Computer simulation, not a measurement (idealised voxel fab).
This section sets out a process module, namely voxel tone inversion.
Xsec cut, 290 nm wide, square cell size 5 nm.
In this document a cross-section is written as a grid of square cells. It is given as a series of bands, listed from the top down, and a band is one or more rows of cells. Top height, bottom height, nm. Materials left to right, width each, nm. Single material + "all across" = fills band edge to edge. "empty" = empty. It should be noted that heights are counted from 0, beneath which the wafer as supplied is of one material throughout, and that the lowest band possesses no lower boundary but continues downward, as written in "z 0 and below". Width "30..40": first value at the band's top row of cells, second value at its bottom row, equal change from row to row. It should be understood that the words "nothing changed", when stated for a given step, signify that the cross-section underwent no change in any of its cells during that step. For the entry "Completely enclosed voids", the listed items are empty spaces with no open way to the top whose size is 8 cells or more; each item follows the pattern width x height at distance, where distance is from the left edge and all three are in nm. On each step's line, the part that comes after the settings is the simulator's own comment on the step. The optional step-line setting "overlay nm" applies to steps with a mask and quantifies how far to the right of its planned location the mask lay, a negative value indicating leftward placement.

[Steps planned for the process]
- 1: RECEIVE, material Si
- 2: CONFORMAL_DEP, material SiCN, thk nm 10
- 3: DIRECTIONAL_DEP, material polySi, thk nm 15
- 4: PATTERN, tone cover, mask id POSTS, material resist, width nm 20, pitch nm 50, thk nm 20, overlay nm 0
- 5: DIRECTIONAL_ETCH, etch materials polySi, depth nm 15
- 6: STRIP, etch materials resist
- 7: FILL_DEP, material lowk, thk nm 10
- 8: CMP, height nm 25
- 9: STRIP, etch materials polySi
- 10: CONFORMAL_DEP, material TiN, thk nm 5
- 11: FILL_DEP, material W, thk nm 10
- 12: CMP, height nm 25
- 13: CONFORMAL_DEP, material SiN, thk nm 5

[Delivered wafer in cross-section: state after step 1]
  z 0 and below  Si all across
  Completely enclosed voids: none

[Same starting wafer, same plan as above, one mistake in the execution; this is the cross-section at the end of the module]
  z 30 to 25  SiN all across
  z 25 to 15  105 nm lowk / 5 nm TiN / 10 nm W / 5 nm TiN / 30 nm lowk / 5 nm TiN / 10 nm W / 5 nm TiN / 115 nm lowk
  z 15 to 10  105 nm lowk / 20 nm TiN / 30 nm lowk / 20 nm TiN / 115 nm lowk
  z 10 to 0  SiCN all across
  z 0 and below  Si all across
  Completely enclosed voids: none
The plan and the run diverged here: step 4 off recipe, ran as PATTERN, tone cover, mask id POSTS, material resist, width nm 20, pitch nm 50, thk nm 20, overlay nm -5
